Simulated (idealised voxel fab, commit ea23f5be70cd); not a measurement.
Process module, titled voxel self aligned contacts
Xsec cut, 300 nm wide, square cell size 5 nm.
Just so we're on the same page, the cross-sections are grids of square cells, and they're listed out in bands top to bottom, each band one or more rows deep. First you get the band's top height and its bottom height, in nm, and then the materials it's made of, left to right, with each width in nm. If you see a single material with "full width", that one covers the band edge to edge. "air" is empty space. Heights from 0 (as-received wafer is one material below). Bottom band endless downward, as "0 and below". The notation "30->40" denotes a width that varies across the rows of cells in the band, beginning at the first number in the top row, finishing at the second number in the bottom row, and changing by an identical amount from each row to the next. For the purposes of this document, the phrase "nothing got changed" attached to a step denotes that no cell within the cross-section was modified by that step. Under "Trapped voids" you'll find the enclosed gaps, the ones with no way out to the top, that are 8 cells or bigger; each reads width x height at distance, with distance counted from the left edge, everything in nm. Read whatever lies past the settings on a step's line as the simulator's own remark about the step. For masked steps, "overlay nm" on the step line gives how far right of plan the mask actually lay; a minus sign means it lay to the left.
-- Steps in the process plan
step 1: RECEIVE [material Si]
step 2: OXIDIZE [depth nm 5]
step 3: DIRECTIONAL_DEP [material polySi] [thk nm 25]
step 4: DIRECTIONAL_DEP [material SiN] [thk nm 25]
step 5: PATTERN [tone cover] [mask id GATE] [material resist] [width nm 25] [pitch nm 65] [thk nm 15] [overlay nm 0]
step 6: DIRECTIONAL_ETCH [etch materials SiN] [depth nm 25]
step 7: DIRECTIONAL_ETCH [etch materials polySi] [depth nm 25]
step 8: STRIP [etch materials resist]
step 9: CONFORMAL_DEP [material SiN] [thk nm 10]
step 10: DIRECTIONAL_ETCH [etch materials SiN] [depth nm 10]
step 11: FILL_DEP [material SiO2] [thk nm 15]
step 12: CMP [height nm 60]
step 13: MASKED_ETCH [tone open] [mask id CONTACT] [width nm 50] [etch materials SiO2] [depth nm 65] [overlay nm 0]
step 14: CONFORMAL_DEP [material TiN] [thk nm 5]
step 15: FILL_DEP [material Ru] [thk nm 5]
step 16: CMP [height nm 60]
step 17: CONFORMAL_DEP [material SiCN] [thk nm 5]
-- Received-state cross-section, reflecting completion of step 1
> 0 and below | Si full width
> Trapped voids: none
-- Cross-section, first of two wafers, end of module, run as planned
> 65 down to 60 | SiCN full width
> 60 down to 50 | 125 nm SiO2, 5->20 nm TiN, 40->10 nm Ru, 5->20 nm TiN, 125 nm SiO2
> 50 down to 25 | 95 nm SiO2, 45 nm SiN, 5 nm TiN, 10 nm Ru, 5 nm TiN, 45 nm SiN, 95 nm SiO2
> 25 down to 0 | 95 nm SiO2, 10 nm SiN, 25 nm polySi, 10 nm SiN, 5 nm TiN, 10 nm Ru, 5 nm TiN, 10 nm SiN, 25 nm polySi, 10 nm SiN, 95 nm SiO2
> 0 down to -5 | 140 nm SiO2, 20 nm TiN, 140 nm SiO2
> -5 and below | Si full width
> Trapped voids: none
-- End-of-module cross-section of the second wafer: identical starting point and process plan to the first, with one processing mistake
> 65 down to 60 | SiCN full width
> 60 down to 35 | 95 nm SiO2, 45 nm SiN, 5 nm TiN, 10 nm Ru, 5 nm TiN, 45 nm SiN, 95 nm SiO2
> 35 down to 15 | 95 nm SiO2, 10 nm SiN, 25 nm polySi, 10 nm SiN, 5 nm TiN, 10 nm Ru, 5 nm TiN, 10 nm SiN, 25 nm polySi, 10 nm SiN, 95 nm SiO2
> 15 down to 10 | 95 nm SiO2, 10 nm SiN, 25 nm polySi, 10 nm SiN, 20 nm TiN, 10 nm SiN, 25 nm polySi, 10 nm SiN, 95 nm SiO2
> 10 down to 0 | polySi full width
> 0 down to -5 | SiO2 full width
> -5 and below | Si full width
> Trapped voids: none
Where did the run depart from the plan? step 3 deviated from plan and actually ran as DIRECTIONAL_DEP [material polySi] [thk nm 35]
In the final state, the cell counts of the second wafer exceed or fall short of those of the first for the following materials: -12 Ru; -96 SiO2; -12 TiN; +120 polySi
